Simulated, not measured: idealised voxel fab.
The following process module bears the name voxel spacer lines.
We display cut, a cross-section 155 nm in width whose square cells are each 5 nm.
How to read a cross-section here: the picture is a grid of square cells, written as bands going from the top down, and any band can span one or more rows of cells.
Each band's line starts with the height of the band's top and of its bottom, in nm. Then come its materials from left to right, each with its width in nm. One material with "throughout" fills the band from edge to edge. "empty" is empty space.
Height is counted from the level 0, under which the received wafer is composed throughout of one material. The lowest of the bands is not closed at the bottom but continues downward, in the notation "0 down".
The width entry "30 to 40" should be interpreted row by row: the top row of cells in the band takes the first number, the bottom row takes the second number, and the change between adjacent rows is uniform throughout.
"remained the same" -> step changed no cross-section cell.
Closed-off voids of 8+ cells (no open route to the top) go in "Trapped cavities", written width x height at distance from the left edge, in nm.
Heads up: the bit after the settings on a step's line is the simulator's remark on that step.
overlay nm: how far to the right of its planned place the mask lay on this masked step (negative: to the left).

List of planned process steps
1: RECEIVE, material Si
2: CONFORMAL_DEP, material SiO2, thk nm 10
3: DIRECTIONAL_DEP, material polySi, thk nm 10
4: DIRECTIONAL_DEP, material aC, thk nm 30
5: PATTERN, tone cover, mask id MANDREL, material resist, width nm 20, pitch nm 60, thk nm 35, overlay nm 0
6: DIRECTIONAL_ETCH, etch materials aC, depth nm 30
7: STRIP, etch materials resist
8: CONFORMAL_DEP, material SiN, thk nm 10
9: DIRECTIONAL_ETCH, etch materials SiN, depth nm 10
10: STRIP, etch materials aC
11: DIRECTIONAL_ETCH, etch materials polySi, depth nm 10
12: STRIP, etch materials SiN

Wafer as received: cross-section following step 1
0 down: Si throughout
Trapped cavities: none

Cross-section, end of module. Start: as above. Plan: as above. Execution: one mistake
20 to 10: empty: 30  polySi: 10  empty: 15  polySi: 10  empty: 25  polySi: 10  empty: 15  polySi: 10  empty: 30
10 to 0: SiO2 throughout
0 down: Si throughout
Trapped cavities: none
What went wrong in running the wafer? the process deviated at step 5: the operation and settings actually run there were PATTERN, tone cover, mask id MANDREL, material resist, width nm 15, pitch nm 60, thk nm 35, overlay nm 0
